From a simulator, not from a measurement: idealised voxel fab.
This is a process module. Its name is voxel tone inversion.
The cross-section shown here is cut; it is 275 nm wide and divided into square cells measuring 5 nm on a side.
Think of the cross-section as a grid of square cells. We describe it in bands, top to bottom, and each band covers one or more rows of those cells.
Top height, bottom height, nm. Materials left to right, width each, nm. Single material + "full width" = fills band edge to edge. "empty" = empty.
Height reference: 0 = level under which incoming wafer is all one material. Lowest band: no bottom, runs on downward, e.g. "0..down".
Width "30 to 40": first value at the band's top row of cells, second value at its bottom row, equal change from row to row.
What does "stayed the same" mean for a step? It means no cell of the cross-section changed in that step.
This entry, "Internal closed voids", enumerates those empty regions of no fewer than 8 cells that possess no open connection to the top. Each region is reported in the form width x height at distance, the distance being taken from the left edge, with all three quantities expressed in nm.
after a step's settings: what the simulator itself notes on the step
"overlay nm" denotes, for a step that has a mask, the displacement of the mask to the right of its planned place, with negative values corresponding to the left.
Plan:
1: RECEIVE [material Si]
2: CONFORMAL_DEP [material SiN] [thk nm 5]
3: DIRECTIONAL_DEP [material polySi] [thk nm 20]
4: PATTERN [tone cover] [mask id POSTS] [material resist] [width nm 15] [pitch nm 40] [thk nm 25] [overlay nm 0]
5: DIRECTIONAL_ETCH [etch materials polySi] [depth nm 20]
6: STRIP [etch materials resist]
7: FILL_DEP [material lowk] [thk nm 5]
8: CMP [height nm 25]
9: STRIP [etch materials polySi]
10: CONFORMAL_DEP [material TiN] [thk nm 5]
11: FILL_DEP [material Ru] [thk nm 10]
12: CMP [height nm 25]
13: CONFORMAL_DEP [material SiCN] [thk nm 5]
Quick note for whoever runs this: the wafers start identical, but the thk nm at step 2 isn't the same across them. The plan just shows what the first wafer had.
Incoming state of the first of several wafers in cross-section: after step 1:
  0..down | Si full width
  Internal closed voids: none
Gained (+) or lost (-) cells of each material since receipt, then closed voids: one row per wafer, at the end of the module:
thk nm 5 | +12 Ru | +55 SiCN | +55 SiN | +36 TiN | +172 lowk | Internal closed voids: none
thk nm 10 | +8 Ru | +55 SiCN | +110 SiN | +28 TiN | +129 lowk | Internal closed voids: none
thk nm 15 | +4 Ru | +55 SiCN | +165 SiN | +20 TiN | +86 lowk | Internal closed voids: none
thk nm 20 | +55 SiCN | +220 SiN | +12 TiN | +43 lowk | Internal closed voids: none
